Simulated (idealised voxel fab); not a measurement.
Process module name: voxel released beams
155 nm wide, 5 nm square cells: that's cross-section cut.
Notation: cross-section as square-cell grid; stated in bands, top first, going down; one or more cell rows per band. In this notation a band is specified by the heights of its top and bottom, in that order and in nm, after which its materials appear from left to right, each paired with its width in nm. The word "everywhere" attached to a single material means that material fills the band from edge to edge; the word "air" stands for empty space. A quick word on heights: they are counted from 0, and under that level the wafer as it came to us is one material throughout. The lowest band is different from the rest in having no bottom; it simply continues downward, written as in "0 and below". Width "30 to 40": first value at the band's top row of cells, second value at its bottom row, equal change from row to row. Step note "remained unchanged" = no cross-section cell changed. Each empty space that has no open way to the top and spans at least 8 cells appears under "Entrapped void list" as width x height at distance, the distance counted from the left edge, all in nm. Post-settings text on a step line: simulator's own remark regarding the step. overlay nm: right-of-plan distance of the mask on a masked step; negative values mean left-of-plan.
# List of planned process steps
- 1: RECEIVE [material Si]
- 2: CONFORMAL_DEP [material Al2O3] [thk nm 5]
- 3: DIRECTIONAL_DEP [material SiO2] [thk nm 15]
- 4: DIRECTIONAL_DEP [material aC] [thk nm 10]
- 5: PATTERN [tone open] [mask id ANCHOR] [material resist] [width nm 35] [thk nm 25] [overlay nm 0]
- 6: DIRECTIONAL_ETCH [etch materials aC] [depth nm 10]
- 7: STRIP [etch materials resist]
- 8: DIRECTIONAL_ETCH [etch materials SiO2] [depth nm 15]
- 9: STRIP [etch materials aC]
- 10: CONFORMAL_DEP [material W] [thk nm 10]
- 11: DIRECTIONAL_DEP [material aC] [thk nm 15]
- 12: PATTERN [tone cover] [mask id BEAM] [material resist] [width nm 100] [thk nm 35] [overlay nm 0]
- 13: DIRECTIONAL_ETCH [etch materials aC] [depth nm 15]
- 14: STRIP [etch materials resist]
- 15: DIRECTIONAL_ETCH [etch materials W] [depth nm 10]
- 16: STRIP [etch materials aC]
- 17: STRIP [etch materials SiO2]
# Received-state cross-section, reflecting completion of step 1
> 0 and below | Si everywhere
> Entrapped void list: none
# Cross-section, first of two wafers, end of module, run as planned
> 30 down to 20 | 25 air  15 W  15 air  70 W  30 air
> 20 down to 15 | 30 air  10 W  15 air  10 W  90 air
> 15 down to 5 | 30 air  35 W  90 air
> 5 down to 0 | Al2O3 everywhere
> 0 and below | Si everywhere
> Entrapped void list: none
# Cross-section of the latter of the two wafers at module completion. It had an identical start and an identical plan to the former; in running it, one mistake was made
> 30 down to 25 | 25 air  15 W  15 air  70 W  30 air
> 25 down to 20 | 40 W  15 air  100 W
> 20 down to 15 | 30 SiO2  10 W  15 air  10 W  90 SiO2
> 15 down to 5 | 30 SiO2  35 W  90 SiO2
> 5 down to 0 | Al2O3 everywhere
> 0 and below | Si everywhere
> Entrapped void list: none
Processing error: planned and actual differ for step 15; actual: DIRECTIONAL_ETCH [etch materials W] [depth nm 5]
Bottom line after processing is that, in cells, the second wafer is up or down on some materials versus the first: 72 more of SiO2, 11 more of W
